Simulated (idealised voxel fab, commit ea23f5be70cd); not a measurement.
A process module follows: voxel self aligned vias.
Cross-sectional view cut (width: 205 nm; square cell size: 5 nm).
Throughout this document, each cross-section is represented as a grid of square cells and is presented as a sequence of bands enumerated from the top downward, where a band comprises one or more rows of cells. Band: top height; bottom height; in nm. Then, left to right: material with width in nm, for each material. "everywhere": a single material spanning edge to edge. "blank": empty space. Where do heights start? At 0: under that level the wafer as delivered is made of one material only. And the lowest band has no floor; it just carries on downward, as in "z 0 and below". Quick explanation for "30..40": the width changes in equal steps down the rows of cells, from the first number in the band's top row to the second number in its bottom row. When a step is marked "no change occurred", none of the cells in the cross-section changed during that step. Empty spaces without an open route to the top, at least 8 cells in extent, make up the entry "Closed void list"; each is given as width x height at distance, where the distance is measured from the left edge, and all are in nm. Anything after a step's settings on that line? It's the simulator's own note about the step. overlay nm: right-of-plan distance of the mask on a masked step; negative values mean left-of-plan.
Below is the list of planned process steps:
step 1: RECEIVE, material Si
step 2: CONFORMAL_DEP, material SiO2, thk nm 10
step 3: CONFORMAL_DEP, material SiCN, thk nm 5
step 4: DIRECTIONAL_DEP, material lowk, thk nm 20
step 5: PATTERN, tone open, mask id LINES, material resist, width nm 25, pitch nm 65, thk nm 20, overlay nm 0
step 6: DIRECTIONAL_ETCH, etch materials lowk, depth nm 20
step 7: STRIP, etch materials resist
step 8: CONFORMAL_DEP, material TiN, thk nm 5
step 9: FILL_DEP, material Ru, thk nm 5
step 10: CMP, height nm 35
step 11: SELECTIVE_ETCH, etch materials W Ru TiN, depth nm 10
step 12: FILL_DEP, material SiN, thk nm 5
step 13: CMP, height nm 35
step 14: DIRECTIONAL_DEP, material lowk, thk nm 15
step 15: DIRECTIONAL_DEP, material aC, thk nm 10
step 16: PATTERN, tone open, mask id VIAS, material resist, width nm 45, thk nm 25, overlay nm 0
step 17: DIRECTIONAL_ETCH, etch materials aC, depth nm 10
step 18: STRIP, etch materials resist
step 19: DIRECTIONAL_ETCH, etch materials lowk, depth nm 15
step 20: DIRECTIONAL_ETCH, etch materials SiN, depth nm 10
step 21: STRIP, etch materials aC
step 22: CONFORMAL_DEP, material TiN, thk nm 5
step 23: FILL_DEP, material Cu, thk nm 5
step 24: CMP, height nm 50
step 25: CONFORMAL_DEP, material SiN, thk nm 5
The first of two wafers, run as planned:
Shown in cross-section is the wafer as received, that is, as it stands after step 1:
z 0 and below  Si everywhere
Closed void list: none
The wafer in cross-section once step 2 is complete:
z 10 to 0  SiO2 everywhere
Anything lower than 0 is untouched.
The wafer in cross-section once step 3 is complete:
z 15 to 10  SiCN everywhere
Anything lower than 10 is untouched.
The wafer in cross-section once step 4 is complete:
z 35 to 15  lowk everywhere
Anything lower than 15 is untouched.
The wafer in cross-section once step 5 is complete:
z 55 to 35  resist (55), blank (25), resist (40), blank (25), resist (60)
Anything lower than 35 is untouched.
The wafer in cross-section once step 6 is complete:
z 55 to 35  resist (55), blank (25), resist (40), blank (25), resist (60)
z 35 to 15  lowk (55), blank (25), lowk (40), blank (25), lowk (60)
Anything lower than 15 is untouched.
The wafer in cross-section once step 7 is complete:
z 35 to 15  lowk (55), blank (25), lowk (40), blank (25), lowk (60)
Anything lower than 15 is untouched.
The wafer in cross-section once step 8 is complete:
z 40 to 35  TiN (60), blank (15), TiN (50), blank (15), TiN (65)
z 35 to 20  lowk (55), TiN (5), blank (15), TiN (5), lowk (40), TiN (5), blank (15), TiN (5), lowk (60)
z 20 to 15  lowk (55), TiN (25), lowk (40), TiN (25), lowk (60)
Anything lower than 15 is untouched.
The wafer in cross-section once step 9 is complete:
z 45 to 40  Ru everywhere
z 40 to 35  TiN (60), Ru (15), TiN (50), Ru (15), TiN (65)
z 35 to 20  lowk (55), TiN (5), Ru (15), TiN (5), lowk (40), TiN (5), Ru (15), TiN (5), lowk (60)
Anything lower than 20 is untouched.
The wafer in cross-section once step 10 is complete:
z 35 to 20  lowk (55), TiN (5), Ru (15), TiN (5), lowk (40), TiN (5), Ru (15), TiN (5), lowk (60)
Anything lower than 20 is untouched.
The wafer in cross-section once step 11 is complete:
z 35 to 25  lowk (55), blank (25), lowk (40), blank (25), lowk (60)
Anything lower than 25 is untouched.
The wafer in cross-section once step 12 is complete:
z 40 to 35  SiN everywhere
z 35 to 25  lowk (55), SiN (25), lowk (40), SiN (25), lowk (60)
Anything lower than 25 is untouched.
The wafer in cross-section once step 13 is complete:
z 35 to 25  lowk (55), SiN (25), lowk (40), SiN (25), lowk (60)
Anything lower than 25 is untouched.
The wafer in cross-section once step 14 is complete:
z 50 to 35  lowk everywhere
Anything lower than 35 is untouched.
The wafer in cross-section once step 15 is complete:
z 60 to 50  aC everywhere
Anything lower than 50 is untouched.
The wafer in cross-section once step 16 is complete:
z 85 to 60  resist (45), blank (45), resist (115)
Anything lower than 60 is untouched.
The wafer in cross-section once step 17 is complete:
z 75 to 60  resist (45), blank (45), resist (115)
z 60 to 50  aC (45), blank (45), aC (115)
Anything lower than 50 is untouched.
The wafer in cross-section once step 18 is complete:
z 60 to 50  aC (45), blank (45), aC (115)
Anything lower than 50 is untouched.
The wafer in cross-section once step 19 is complete:
z 60 to 50  aC (45), blank (45), aC (115)
z 50 to 35  lowk (45), blank (45), lowk (115)
Anything lower than 35 is untouched.
The wafer in cross-section once step 20 is complete:
z 60 to 50  aC (45), blank (45), aC (115)
z 50 to 35  lowk (45), blank (45), lowk (115)
z 35 to 25  lowk (55), blank (25), lowk (40), SiN (25), lowk (60)
Anything lower than 25 is untouched.
The wafer in cross-section once step 21 is complete:
z 50 to 35  lowk (45), blank (45), lowk (115)
Anything lower than 35 is untouched.
The wafer in cross-section once step 22 is complete:
z 55 to 50  TiN (50), blank (35), TiN (120)
z 50 to 40  lowk (45), TiN (5), blank (35), TiN (5), lowk (115)
z 40 to 35  lowk (45), TiN (15), blank (15), TiN (15), lowk (115)
z 35 to 30  lowk (55), TiN (5), blank (15), TiN (5), lowk (40), SiN (25), lowk (60)
z 30 to 25  lowk (55), TiN (25), lowk (40), SiN (25), lowk (60)
Anything lower than 25 is untouched.
The wafer in cross-section once step 23 is complete:
z 60 to 55  Cu everywhere
z 55 to 50  TiN (50), Cu (35), TiN (120)
z 50 to 40  lowk (45), TiN (5), Cu (35), TiN (5), lowk (115)
z 40 to 35  lowk (45), TiN (15), Cu (15), TiN (15), lowk (115)
z 35 to 30  lowk (55), TiN (5), Cu (15), TiN (5), lowk (40), SiN (25), lowk (60)
Anything lower than 30 is untouched.
The wafer in cross-section once step 24 is complete:
z 50 to 40  lowk (45), TiN (5), Cu (35), TiN (5), lowk (115)
Anything lower than 40 is untouched.
The wafer in cross-section once step 25 is complete:
z 55 to 50  SiN everywhere
Anything lower than 50 is untouched.
Second Wafer (Identical Start and Plan, One Processing Error; Matches First Wafer Through Step 1):
Second wafer at the planned finish of step 2, seen in cross-section:
z 15 to 0  SiO2 everywhere
Anything lower than 0 is untouched.
Second wafer at the planned finish of step 3, seen in cross-section:
z 20 to 15  SiCN everywhere
Anything lower than 15 is untouched.
Second wafer at the planned finish of step 4, seen in cross-section:
z 40 to 20  lowk everywhere
Anything lower than 20 is untouched.
Second wafer at the planned finish of step 5, seen in cross-section:
z 60 to 40  resist (55), blank (25), resist (40), blank (25), resist (60)
Anything lower than 40 is untouched.
Second wafer at the planned finish of step 6, seen in cross-section:
z 60 to 40  resist (55), blank (25), resist (40), blank (25), resist (60)
z 40 to 20  lowk (55), blank (25), lowk (40), blank (25), lowk (60)
Anything lower than 20 is untouched.
Second wafer at the planned finish of step 7, seen in cross-section:
z 40 to 20  lowk (55), blank (25), lowk (40), blank (25), lowk (60)
Anything lower than 20 is untouched.
Second wafer at the planned finish of step 8, seen in cross-section:
z 45 to 40  TiN (60), blank (15), TiN (50), blank (15), TiN (65)
z 40 to 25  lowk (55), TiN (5), blank (15), TiN (5), lowk (40), TiN (5), blank (15), TiN (5), lowk (60)
z 25 to 20  lowk (55), TiN (25), lowk (40), TiN (25), lowk (60)
Anything lower than 20 is untouched.
Second wafer at the planned finish of step 9, seen in cross-section:
z 50 to 45  Ru everywhere
z 45 to 40  TiN (60), Ru (15), TiN (50), Ru (15), TiN (65)
z 40 to 25  lowk (55), TiN (5), Ru (15), TiN (5), lowk (40), TiN (5), Ru (15), TiN (5), lowk (60)
Anything lower than 25 is untouched.
Second wafer at the planned finish of step 10, seen in cross-section:
z 35 to 25  lowk (55), TiN (5), Ru (15), TiN (5), lowk (40), TiN (5), Ru (15), TiN (5), lowk (60)
Anything lower than 25 is untouched.
Second wafer at the planned finish of step 11, seen in cross-section:
z 35 to 25  lowk (55), blank (25), lowk (40), blank (25), lowk (60)
Anything lower than 25 is untouched.
Second wafer at the planned finish of step 12, seen in cross-section:
z 40 to 35  SiN everywhere
z 35 to 25  lowk (55), SiN (25), lowk (40), SiN (25), lowk (60)
Anything lower than 25 is untouched.
Second wafer at the planned finish of step 13, seen in cross-section:
z 35 to 25  lowk (55), SiN (25), lowk (40), SiN (25), lowk (60)
Anything lower than 25 is untouched.
Second wafer at the planned finish of step 14, seen in cross-section:
z 50 to 35  lowk everywhere
Anything lower than 35 is untouched.
Second wafer at the planned finish of step 15, seen in cross-section:
z 60 to 50  aC everywhere
Anything lower than 50 is untouched.
Second wafer at the planned finish of step 16, seen in cross-section:
z 85 to 60  resist (45), blank (45), resist (115)
Anything lower than 60 is untouched.
Second wafer at the planned finish of step 17, seen in cross-section:
z 75 to 60  resist (45), blank (45), resist (115)
z 60 to 50  aC (45), blank (45), aC (115)
Anything lower than 50 is untouched.
Second wafer at the planned finish of step 18, seen in cross-section:
z 60 to 50  aC (45), blank (45), aC (115)
Anything lower than 50 is untouched.
Second wafer at the planned finish of step 19, seen in cross-section:
z 60 to 50  aC (45), blank (45), aC (115)
z 50 to 35  lowk (45), blank (45), lowk (115)
Anything lower than 35 is untouched.
Second wafer at the planned finish of step 20, seen in cross-section:
z 60 to 50  aC (45), blank (45), aC (115)
z 50 to 35  lowk (45), blank (45), lowk (115)
z 35 to 25  lowk (55), blank (25), lowk (40), SiN (25), lowk (60)
Anything lower than 25 is untouched.
Second wafer at the planned finish of step 21, seen in cross-section:
z 50 to 35  lowk (45), blank (45), lowk (115)
Anything lower than 35 is untouched.
Second wafer at the planned finish of step 22, seen in cross-section:
z 55 to 50  TiN (50), blank (35), TiN (120)
z 50 to 40  lowk (45), TiN (5), blank (35), TiN (5), lowk (115)
z 40 to 35  lowk (45), TiN (15), blank (15), TiN (15), lowk (115)
z 35 to 30  lowk (55), TiN (5), blank (15), TiN (5), lowk (40), SiN (25), lowk (60)
z 30 to 25  lowk (55), TiN (25), lowk (40), SiN (25), lowk (60)
Anything lower than 25 is untouched.
Second wafer at the planned finish of step 23, seen in cross-section:
z 60 to 55  Cu everywhere
z 55 to 50  TiN (50), Cu (35), TiN (120)
z 50 to 40  lowk (45), TiN (5), Cu (35), TiN (5), lowk (115)
z 40 to 35  lowk (45), TiN (15), Cu (15), TiN (15), lowk (115)
z 35 to 30  lowk (55), TiN (5), Cu (15), TiN (5), lowk (40), SiN (25), lowk (60)
Anything lower than 30 is untouched.
Second wafer at the planned finish of step 24, seen in cross-section:
z 50 to 40  lowk (45), TiN (5), Cu (35), TiN (5), lowk (115)
Anything lower than 40 is untouched.
Second wafer at the planned finish of step 25, seen in cross-section:
z 55 to 50  SiN everywhere
Anything lower than 50 is untouched.
Misprocessing identified: step 2 ran as: CONFORMAL_DEP, material SiO2, thk nm 15
Final cells, second wafer relative to first, materials higher or lower: Ru: 6 fewer | SiO2: 41 more | TiN: 4 fewer | lowk: 31 fewer
